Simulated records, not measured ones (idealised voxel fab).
The process module that follows is named voxel released beams.
The cross-section on display is named cut; it measures 175 nm wide, and its cells are 5 nm squares.
When this document writes out a cross-section, it uses a grid of square cells and lists it as bands, beginning at the top and moving down, with a band standing for one or more rows of cells.
A band entry consists of two parts. The first gives the height of the band's top and the height of its bottom, in nm. The rest lists the band's materials from left to right, each with its width in nm. A single material labelled with the word "full width" fills the band from edge to edge, and the word "blank" marks empty space.
Heights are measured from 0, the level below which the as-received wafer is all one material; the lowest band has no bottom and continues downward, written as in "0 -> down".
Per-row width for "30..40": begins at first number (top row of band), ends at second number (bottom row), increment between rows held constant.
"remained unchanged" (step): cross-section cells unchanged, all of them.
What "Fully enclosed voids" gives you is every empty space of 8 cells or more that is cut off from the top. Each appears as width x height at distance, with the distance taken from the left edge and width, height and distance all in nm.
On a step's line, text after the settings is the simulator commenting on that step.
For masked steps, "overlay nm" on the step line gives how far right of plan the mask actually lay; a minus sign means it lay to the left.

# List of planned process steps
1) RECEIVE (material Si)
2) CONFORMAL_DEP (material SiN; thk nm 10)
3) DIRECTIONAL_DEP (material SiO2; thk nm 10)
4) MASKED_ETCH (tone open; mask id ANCHOR; width nm 25; etch materials SiO2; depth nm 10; overlay nm 0)
5) CONFORMAL_DEP (material W; thk nm 10)
6) PATTERN (tone cover; mask id BEAM; material resist; width nm 70; thk nm 15; overlay nm 0)
7) DIRECTIONAL_ETCH (etch materials W; depth nm 10)
8) STRIP (etch materials resist)
9) STRIP (etch materials SiO2)

# Incoming wafer in cross-section (state: after step 1)
0 -> down  Si full width
Fully enclosed voids: none

# Run as planned - first of the two wafers cross-sectioned at the end of the module
30 -> 20  blank 50 nm / W 15 nm / blank 5 nm / W 50 nm / blank 55 nm
20 -> 10  blank 55 nm / W 25 nm / blank 95 nm
10 -> 0  SiN full width
0 -> down  Si full width
Fully enclosed voids: none

# Now the second wafer, cross-sectioned at the end of the module. Nothing different at the start, nothing different in the plan compared with the first, just one mistake when it was actually run
30 -> 20  blank 50 nm / W 70 nm / blank 55 nm
20 -> 0  SiN full width
0 -> down  Si full width
Fully enclosed voids: none
Finding, execution versus plan: it should be noted that step 3 was executed with settings other than those planned, the operation and settings actually applied being DIRECTIONAL_DEP (material SiN; thk nm 10)
At the finish, the second wafer shows more or fewer cells for some materials than the first does: 70 more of SiN | 8 fewer of W
